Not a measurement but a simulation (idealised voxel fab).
process module | voxel ribs on slabs
cross-section cut | 150 nm wide | cells 5 nm
A cross-section is a grid of square cells, given in bands from the top down. A band is one or more rows of cells.
Each band's line starts with the height of the band's top and of its bottom, in nm. Then come its materials from left to right, each with its width in nm. One material with "throughout" fills the band from edge to edge. "air" is empty space.
Height 0 is the level under which the wafer as received is all one material. The lowest band goes on downwards, as in "0 down".
A width such as "30 to 40" changes by the same amount from each row of cells to the next, from the band's top row to its bottom row.
"no change" after a step means that no cell of the cross-section changed.
closed voids: empty space of 8 cells or more with no open way to the top, each as width x height at its distance from the left edge, in nm
after a step's settings: what the simulator itself notes on the step
overlay nm, on a step with a mask: how far to the right of its planned place the mask lay; to the left if negative
plan
1 op RECEIVE | material Si
2 op DIRECTIONAL_DEP | material SiO2 | thk nm 30
3 op DIRECTIONAL_DEP | material polySi | thk nm 20
4 op DIRECTIONAL_DEP | material aC | thk nm 15
5 op PATTERN | tone cover | mask id RIB | material resist | width nm 30 | thk nm 30 | overlay nm 0
6 op DIRECTIONAL_ETCH | etch materials aC | depth nm 15
7 op STRIP | etch materials resist
8 op DIRECTIONAL_ETCH | etch materials polySi | depth nm 15
9 op STRIP | etch materials aC
10 op DIRECTIONAL_DEP | material aC | thk nm 10
11 op PATTERN | tone cover | mask id SLAB | material resist | width nm 90 | thk nm 25 | overlay nm 0
12 op DIRECTIONAL_ETCH | etch materials aC | depth nm 10
13 op STRIP | etch materials resist
14 op DIRECTIONAL_ETCH | etch materials polySi | depth nm 5
15 op STRIP | etch materials aC
16 op FILL_DEP | material SiO2 | thk nm 25
17 op CMP | height nm 65
18 op DIRECTIONAL_DEP | material W | thk nm 5
19 op PATTERN | tone cover | mask id HEATER | material resist | width nm 40 | thk nm 15 | overlay nm 0
20 op DIRECTIONAL_ETCH | etch materials W | depth nm 5
21 op STRIP | etch materials resist
22 op CONFORMAL_DEP | material SiN | thk nm 10
first wafer, as planned
as received, after step 1
  0 down: Si throughout
  closed voids: none
after step 2
  30 to 0: SiO2 throughout
  below 0: unchanged
after step 3
  50 to 30: polySi throughout
  below 30: unchanged
after step 4
  65 to 50: aC throughout
  below 50: unchanged
after step 5
  95 to 65: air 60 | resist 30 | air 60
  below 65: unchanged
after step 6
  80 to 65: air 60 | resist 30 | air 60
  65 to 50: air 60 | aC 30 | air 60
  below 50: unchanged
after step 7
  65 to 50: air 60 | aC 30 | air 60
  below 50: unchanged
after step 8
  65 to 50: air 60 | aC 30 | air 60
  50 to 35: air 60 | polySi 30 | air 60
  below 35: unchanged
after step 9
  50 to 35: air 60 | polySi 30 | air 60
  below 35: unchanged
after step 10
  60 to 50: air 60 | aC 30 | air 60
  50 to 45: air 60 | polySi 30 | air 60
  45 to 35: aC 60 | polySi 30 | aC 60
  below 35: unchanged
after step 11
  85 to 60: air 30 | resist 90 | air 30
  60 to 50: air 30 | resist 30 | aC 30 | resist 30 | air 30
  50 to 45: air 30 | resist 30 | polySi 30 | resist 30 | air 30
  below 45: unchanged
after step 12
  75 to 60: air 30 | resist 90 | air 30
  60 to 50: air 30 | resist 30 | aC 30 | resist 30 | air 30
  50 to 45: air 30 | resist 30 | polySi 30 | resist 30 | air 30
  45 to 35: air 30 | aC 30 | polySi 30 | aC 30 | air 30
  below 35: unchanged
after step 13
  60 to 50: air 60 | aC 30 | air 60
  50 to 45: air 60 | polySi 30 | air 60
  below 45: unchanged
after step 14
  60 to 50: air 60 | aC 30 | air 60
  50 to 45: air 60 | polySi 30 | air 60
  45 to 35: air 30 | aC 30 | polySi 30 | aC 30 | air 30
  35 to 30: air 30 | polySi 90 | air 30
  below 30: unchanged
after step 15
  50 to 35: air 60 | polySi 30 | air 60
  below 35: unchanged
after step 16
  75 to 50: SiO2 throughout
  50 to 35: SiO2 60 | polySi 30 | SiO2 60
  35 to 30: SiO2 30 | polySi 90 | SiO2 30
  below 30: unchanged
after step 17
  65 to 50: SiO2 throughout
  below 50: unchanged
after step 18
  70 to 65: W throughout
  below 65: unchanged
after step 19
  85 to 70: air 55 | resist 40 | air 55
  below 70: unchanged
after step 20
  85 to 70: air 55 | resist 40 | air 55
  70 to 65: air 55 | W 40 | air 55
  below 65: unchanged
after step 21
  70 to 65: air 55 | W 40 | air 55
  below 65: unchanged
after step 22
  80 to 75: air 45 | SiN 60 | air 45
  75 to 70: SiN throughout
  70 to 65: SiN 55 | W 40 | SiN 55
  below 65: unchanged
second wafer: like start, like plan, one mistake. Through step 2 it matches the first wafer
when step 3 should have ended
  70 to 30: polySi throughout
  below 30: unchanged
when step 4 should have ended
  85 to 70: aC throughout
  below 70: unchanged
when step 5 should have ended
  115 to 85: air 60 | resist 30 | air 60
  below 85: unchanged
when step 6 should have ended
  100 to 85: air 60 | resist 30 | air 60
  85 to 70: air 60 | aC 30 | air 60
  below 70: unchanged
when step 7 should have ended
  85 to 70: air 60 | aC 30 | air 60
  below 70: unchanged
when step 8 should have ended
  85 to 70: air 60 | aC 30 | air 60
  70 to 55: air 60 | polySi 30 | air 60
  below 55: unchanged
when step 9 should have ended
  70 to 55: air 60 | polySi 30 | air 60
  below 55: unchanged
when step 10 should have ended
  80 to 70: air 60 | aC 30 | air 60
  70 to 65: air 60 | polySi 30 | air 60
  65 to 55: aC 60 | polySi 30 | aC 60
  below 55: unchanged
when step 11 should have ended
  105 to 80: air 30 | resist 90 | air 30
  80 to 70: air 30 | resist 30 | aC 30 | resist 30 | air 30
  70 to 65: air 30 | resist 30 | polySi 30 | resist 30 | air 30
  below 65: unchanged
when step 12 should have ended
  95 to 80: air 30 | resist 90 | air 30
  80 to 70: air 30 | resist 30 | aC 30 | resist 30 | air 30
  70 to 65: air 30 | resist 30 | polySi 30 | resist 30 | air 30
  65 to 55: air 30 | aC 30 | polySi 30 | aC 30 | air 30
  below 55: unchanged
when step 13 should have ended
  80 to 70: air 60 | aC 30 | air 60
  70 to 65: air 60 | polySi 30 | air 60
  below 65: unchanged
when step 14 should have ended
  80 to 70: air 60 | aC 30 | air 60
  70 to 65: air 60 | polySi 30 | air 60
  65 to 55: air 30 | aC 30 | polySi 30 | aC 30 | air 30
  55 to 50: air 30 | polySi 90 | air 30
  below 50: unchanged
when step 15 should have ended
  70 to 55: air 60 | polySi 30 | air 60
  below 55: unchanged
when step 16 should have ended
  95 to 70: SiO2 throughout
  70 to 55: SiO2 60 | polySi 30 | SiO2 60
  55 to 50: SiO2 30 | polySi 90 | SiO2 30
  below 50: unchanged
when step 17 should have ended
  65 to 55: SiO2 60 | polySi 30 | SiO2 60
  below 55: unchanged
when step 18 should have ended
  70 to 65: W throughout
  below 65: unchanged
when step 19 should have ended
  85 to 70: air 55 | resist 40 | air 55
  below 70: unchanged
when step 20 should have ended
  85 to 70: air 55 | resist 40 | air 55
  70 to 65: air 55 | W 40 | air 55
  below 65: unchanged
when step 21 should have ended
  70 to 65: air 55 | W 40 | air 55
  below 65: unchanged
when step 22 should have ended
  80 to 75: air 45 | SiN 60 | air 45
  75 to 70: SiN throughout
  70 to 65: SiN 55 | W 40 | SiN 55
  below 65: unchanged
what went wrong: step 3 was run twice
at the end the second wafer has, in cells: 114 fewer of SiO2 | 114 more of polySi
